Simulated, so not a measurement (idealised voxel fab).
Process module under the name voxel self aligned vias
We display cut, a cross-section 200 nm in width whose square cells are each 5 nm.
Think of the cross-section as a grid of square cells. We describe it in bands, top to bottom, and each band covers one or more rows of those cells. Each band's line starts with the height of the band's top and of its bottom, in nm. Then come its materials from left to right, each with its width in nm. One material with "full width" fills the band from edge to edge. "empty" is empty space. Height is counted from the level 0, under which the received wafer is composed throughout of one material. The lowest of the bands is not closed at the bottom but continues downward, in the notation "0 and below". With a width like "30..40", each row of cells in the band differs from the next by the same amount, the top row carrying the first number and the bottom row the second. Where the words "all unchanged" appear for a step, the cross-section shows no cell changed by that step; every cell remained as before. Heads up: "Encapsulated voids" only lists the empty pockets with no open path to the top that are 8 cells or more, and it writes them as width x height at distance, distance from the left edge, in nm. Read whatever lies past the settings on a step's line as the simulator's own remark about the step. overlay nm: on a step with a mask, how far right of its planned place the mask lay; negative means left.

The process steps that were planned are listed below:
1 RECEIVE, material Si
2 CONFORMAL_DEP, material SiO2, thk nm 10
3 CONFORMAL_DEP, material SiCN, thk nm 5
4 DIRECTIONAL_DEP, material lowk, thk nm 30
5 DIRECTIONAL_DEP, material aC, thk nm 15
6 PATTERN, tone open, mask id LINES, material resist, width nm 20, pitch nm 60, thk nm 35, overlay nm 0
7 DIRECTIONAL_ETCH, etch materials aC, depth nm 15
8 STRIP, etch materials resist
9 DIRECTIONAL_ETCH, etch materials lowk, depth nm 30
10 STRIP, etch materials aC
11 CONFORMAL_DEP, material TiN, thk nm 5
12 FILL_DEP, material W, thk nm 5
13 CMP, height nm 45
14 SELECTIVE_ETCH, etch materials W Ru TiN, depth nm 10
15 FILL_DEP, material SiN, thk nm 10
16 CMP, height nm 45
17 DIRECTIONAL_DEP, material lowk, thk nm 20
18 DIRECTIONAL_DEP, material aC, thk nm 10
19 PATTERN, tone open, mask id VIAS, material resist, width nm 30, thk nm 25, overlay nm 0
20 DIRECTIONAL_ETCH, etch materials aC, depth nm 10
21 STRIP, etch materials resist
22 DIRECTIONAL_ETCH, etch materials lowk, depth nm 20
23 DIRECTIONAL_ETCH, etch materials SiN, depth nm 10
24 STRIP, etch materials aC
25 CONFORMAL_DEP, material TiN, thk nm 5
26 FILL_DEP, material Ru, thk nm 5
27 CMP, height nm 65
28 CONFORMAL_DEP, material SiN, thk nm 5

As-received state of the wafer in cross-section, equivalent to post-step 1:
    0 and below: Si full width
    Encapsulated voids: none

Cross-sectional result after module completion. Note: starting condition and plan are unchanged from above; one processing mistake was made:
    70 down to 65: SiN full width
    65 down to 50: 55 lowk | 5 TiN | 20 Ru | 5 TiN | 115 lowk
    50 down to 45: 55 lowk | 30 TiN | 115 lowk
    45 down to 35: 60 lowk | 20 TiN | 40 lowk | 5 TiN | 10 SiN | 5 TiN | 60 lowk
    35 down to 20: 60 lowk | 5 TiN | 10 W | 5 TiN | 40 lowk | 5 TiN | 10 W | 5 TiN | 60 lowk
    20 down to 15: 60 lowk | 20 TiN | 40 lowk | 20 TiN | 60 lowk
    15 down to 10: SiCN full width
    10 down to 0: SiO2 full width
    0 and below: Si full width
    Encapsulated voids: none
Run error: step 14 did not use the planned setting and instead ran as SELECTIVE_ETCH, etch materials W, depth nm 10
